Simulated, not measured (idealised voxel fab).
voxel wiring stack: a process module
cross-section cut | 165 nm wide | cells 5 nm
Square cells in a grid make up a cross-section in this document, and the grid is given as bands, listed from the top down, each one or more rows of cells. In this notation a band is specified by the heights of its top and bottom, in that order and in nm, after which its materials appear from left to right, each paired with its width in nm. The word "everywhere" attached to a single material means that material fills the band from edge to edge; the word "air" stands for empty space. The reference from which all heights are counted is 0, the level beneath which the as-received wafer is entirely one material; the lowest band, having no lower bound, proceeds downward and is written after the example "top 0, no bottom". Width spec "30->40" -> top row of cells at first value, bottom row at second value, equal per-row change in between. You'll sometimes find "left unchanged" written for a step, and that's the way of saying that nowhere in the cross-section did a cell change during that step. Entry "Enclosed cavity list" = empty spaces >= 8 cells with no open way to the top; each as width x height at distance, distance from left edge, all nm. Note: text after step settings on the step line = simulator remark on that step. Each step line may optionally specify "overlay nm", which for a step with a mask gives the rightward distance between the mask's planned place and where it lay, a negative value indicating the leftward direction.
The process steps that were planned are listed below
step 1: RECEIVE | material Si
step 2: CONFORMAL_DEP | material SiO2 | thk nm 10
step 3: CONFORMAL_DEP | material SiCN | thk nm 5
step 4: DIRECTIONAL_DEP | material lowk | thk nm 25
step 5: MASKED_ETCH | tone open | mask id METAL_1 | width nm 30 | pitch nm 45 | etch materials lowk | depth nm 25 | overlay nm 0
step 6: MASKED_ETCH | tone open | mask id METAL_1 | width nm 20 | pitch nm 45 | etch materials SiCN | depth nm 5 | overlay nm 0
step 7: CONFORMAL_DEP | material TiN | thk nm 5
step 8: FILL_DEP | material Cu | thk nm 5
step 9: CMP | height nm 40
step 10: EPI | material Ru | thk nm 5
step 11: FILL_DEP | material SiCN | thk nm 5
step 12: DIRECTIONAL_DEP | material SiO2 | thk nm 30
step 13: MASKED_ETCH | tone open | mask id METAL_2_HOLES | width nm 15 | pitch nm 45 | etch materials SiO2 | depth nm 30 | overlay nm 0
step 14: PATTERN | tone open | mask id METAL_2 | material resist | width nm 30 | pitch nm 45 | thk nm 20 | overlay nm 0
step 15: DIRECTIONAL_ETCH | etch materials SiO2 | depth nm 20
step 16: DIRECTIONAL_ETCH | etch materials SiCN | depth nm 5
step 17: STRIP | etch materials resist
step 18: CONFORMAL_DEP | material TiN | thk nm 5
step 19: FILL_DEP | material Cu | thk nm 10
step 20: CMP | height nm 80
step 21: CONFORMAL_DEP | material SiCN | thk nm 5
step 22: DIRECTIONAL_DEP | material lowk | thk nm 20
step 23: PATTERN | tone open | mask id PLUG_2 | material resist | width nm 15 | thk nm 15 | overlay nm 0
step 24: DIRECTIONAL_ETCH | etch materials lowk | depth nm 20
step 25: DIRECTIONAL_ETCH | etch materials SiCN | depth nm 5
step 26: STRIP | etch materials resist
step 27: CONFORMAL_DEP | material TiN | thk nm 5
step 28: FILL_DEP | material Cu | thk nm 10
step 29: CMP | height nm 105
step 30: CONFORMAL_DEP | material SiCN | thk nm 5
step 31: DIRECTIONAL_DEP | material SiO2 | thk nm 25
step 32: MASKED_ETCH | tone open | mask id METAL_3 | width nm 30 | pitch nm 45 | etch materials SiO2 | depth nm 25 | overlay nm 0
step 33: MASKED_ETCH | tone open | mask id METAL_3 | width nm 30 | pitch nm 45 | etch materials SiCN | depth nm 5 | overlay nm 0
step 34: CONFORMAL_DEP | material TiN | thk nm 5
step 35: FILL_DEP | material Ru | thk nm 5
step 36: CMP | height nm 135
step 37: CONFORMAL_DEP | material SiCN | thk nm 5
step 38: DIRECTIONAL_DEP | material lowk | thk nm 10
step 39: MASKED_ETCH | tone open | mask id PLUG_3 | width nm 15 | etch materials lowk | depth nm 10 | overlay nm 0
step 40: MASKED_ETCH | tone open | mask id PLUG_3 | width nm 15 | etch materials SiCN | depth nm 5 | overlay nm 0
step 41: CONFORMAL_DEP | material TiN | thk nm 5
step 42: FILL_DEP | material W | thk nm 10
step 43: CMP | height nm 150
step 44: CONFORMAL_DEP | material SiN | thk nm 5
step 45: DIRECTIONAL_DEP | material SiO2 | thk nm 20
step 46: MASKED_ETCH | tone open | mask id METAL_4 | width nm 30 | pitch nm 45 | etch materials SiO2 | depth nm 20 | overlay nm 0
step 47: MASKED_ETCH | tone open | mask id METAL_4 | width nm 30 | pitch nm 45 | etch materials SiN | depth nm 5 | overlay nm 0
step 48: CONFORMAL_DEP | material TiN | thk nm 5
step 49: FILL_DEP | material Cu | thk nm 10
step 50: CMP | height nm 175
step 51: EPI | material Ru | thk nm 5
step 52: FILL_DEP | material SiCN | thk nm 5
What sets these wafers apart? The width nm at step 6. They all start alike, and the plan carries the first wafer's value.
first wafer as received, after step 1
	top 0, no bottom  Si everywhere
	Enclosed cavity list: none
Take a look at the first of several wafers in cross-section: the module is done, and step 52 was its last step
	top 185, bottom 180  SiCN everywhere
	top 180, bottom 175  SiCN: 40  Ru: 40  SiCN: 5  Ru: 40  SiCN: 40
	top 175, bottom 155  SiO2: 45  TiN: 5  Cu: 20  TiN: 5  SiO2: 15  TiN: 5  Cu: 20  TiN: 5  SiO2: 45
	top 155, bottom 150  SiN: 45  TiN: 30  SiN: 15  TiN: 30  SiN: 45
	top 150, bottom 140  lowk: 45  TiN: 5  W: 5  TiN: 5  lowk: 105
	top 140, bottom 135  SiCN: 45  TiN: 15  SiCN: 105
	top 135, bottom 110  SiO2: 45  TiN: 5  Ru: 20  TiN: 5  SiO2: 15  TiN: 5  Ru: 20  TiN: 5  SiO2: 45
	top 110, bottom 105  SiCN: 45  TiN: 30  SiCN: 15  TiN: 30  SiCN: 45
	top 105, bottom 85  lowk: 45  TiN: 5  Cu: 5  TiN: 5  lowk: 105
	top 85, bottom 80  SiCN: 45  TiN: 15  SiCN: 105
	top 80, bottom 65  SiO2: 45  TiN: 5  Cu: 20  TiN: 5  SiO2: 15  TiN: 5  Cu: 20  TiN: 5  SiO2: 45
	top 65, bottom 60  SiO2: 45  TiN: 5  Cu: 5  TiN: 20  SiO2: 15  TiN: 5  Cu: 5  TiN: 20  SiO2: 45
	top 60, bottom 50  SiO2: 45  TiN: 5  Cu: 5  TiN: 5  SiO2: 30  TiN: 5  Cu: 5  TiN: 5  SiO2: 60
	top 50, bottom 45  SiCN: 45  TiN: 15  SiCN: 30  TiN: 15  SiCN: 60
	top 45, bottom 40  SiCN: 40  Ru: 40  SiCN: 5  Ru: 40  SiCN: 40
	top 40, bottom 20  lowk: 45  TiN: 5  Cu: 20  TiN: 5  lowk: 15  TiN: 5  Cu: 20  TiN: 5  lowk: 45
	top 20, bottom 15  lowk: 45  TiN: 10  Cu: 10  TiN: 10  lowk: 15  TiN: 10  Cu: 10  TiN: 10  lowk: 45
	top 15, bottom 10  SiCN: 50  TiN: 20  SiCN: 25  TiN: 20  SiCN: 50
	top 10, bottom 0  SiO2 everywhere
	top 0, no bottom  Si everywhere
	Enclosed cavity list: none
X-section, last wafer, module end
	top 185, bottom 180  SiCN everywhere
	top 180, bottom 175  SiCN: 40  Ru: 40  SiCN: 5  Ru: 40  SiCN: 40
	top 175, bottom 155  SiO2: 45  TiN: 5  Cu: 20  TiN: 5  SiO2: 15  TiN: 5  Cu: 20  TiN: 5  SiO2: 45
	top 155, bottom 150  SiN: 45  TiN: 30  SiN: 15  TiN: 30  SiN: 45
	top 150, bottom 140  lowk: 45  TiN: 5  W: 5  TiN: 5  lowk: 105
	top 140, bottom 135  SiCN: 45  TiN: 15  SiCN: 105
	top 135, bottom 110  SiO2: 45  TiN: 5  Ru: 20  TiN: 5  SiO2: 15  TiN: 5  Ru: 20  TiN: 5  SiO2: 45
	top 110, bottom 105  SiCN: 45  TiN: 30  SiCN: 15  TiN: 30  SiCN: 45
	top 105, bottom 85  lowk: 45  TiN: 5  Cu: 5  TiN: 5  lowk: 105
	top 85, bottom 80  SiCN: 45  TiN: 15  SiCN: 105
	top 80, bottom 65  SiO2: 45  TiN: 5  Cu: 20  TiN: 5  SiO2: 15  TiN: 5  Cu: 20  TiN: 5  SiO2: 45
	top 65, bottom 60  SiO2: 45  TiN: 5  Cu: 5  TiN: 20  SiO2: 15  TiN: 5  Cu: 5  TiN: 20  SiO2: 45
	top 60, bottom 50  SiO2: 45  TiN: 5  Cu: 5  TiN: 5  SiO2: 30  TiN: 5  Cu: 5  TiN: 5  SiO2: 60
	top 50, bottom 45  SiCN: 45  TiN: 15  SiCN: 30  TiN: 15  SiCN: 60
	top 45, bottom 40  SiCN: 40  Ru: 40  SiCN: 5  Ru: 40  SiCN: 40
	top 40, bottom 15  lowk: 45  TiN: 5  Cu: 20  TiN: 5  lowk: 15  TiN: 5  Cu: 20  TiN: 5  lowk: 45
	top 15, bottom 10  SiCN: 45  TiN: 30  SiCN: 15  TiN: 30  SiCN: 45
	top 10, bottom 0  SiO2 everywhere
	top 0, no bottom  Si everywhere
	Enclosed cavity list: none
So in this table every wafer gets its own row, and what you see is where it stands at the end of the module: for each material, how many cells it picked up (+) or gave up (-) since we received it, and after that its closed voids
width nm 20 | +102 Cu | +72 Ru | +200 SiCN | +21 SiN | +393 SiO2 | +146 TiN | +2 W | +285 lowk | Enclosed cavity list: none
width nm 25 | +104 Cu | +72 Ru | +198 SiCN | +21 SiN | +393 SiO2 | +146 TiN | +2 W | +285 lowk | Enclosed cavity list: none
width nm 30 | +106 Cu | +72 Ru | +196 SiCN | +21 SiN | +393 SiO2 | +146 TiN | +2 W | +285 lowk | Enclosed cavity list: none
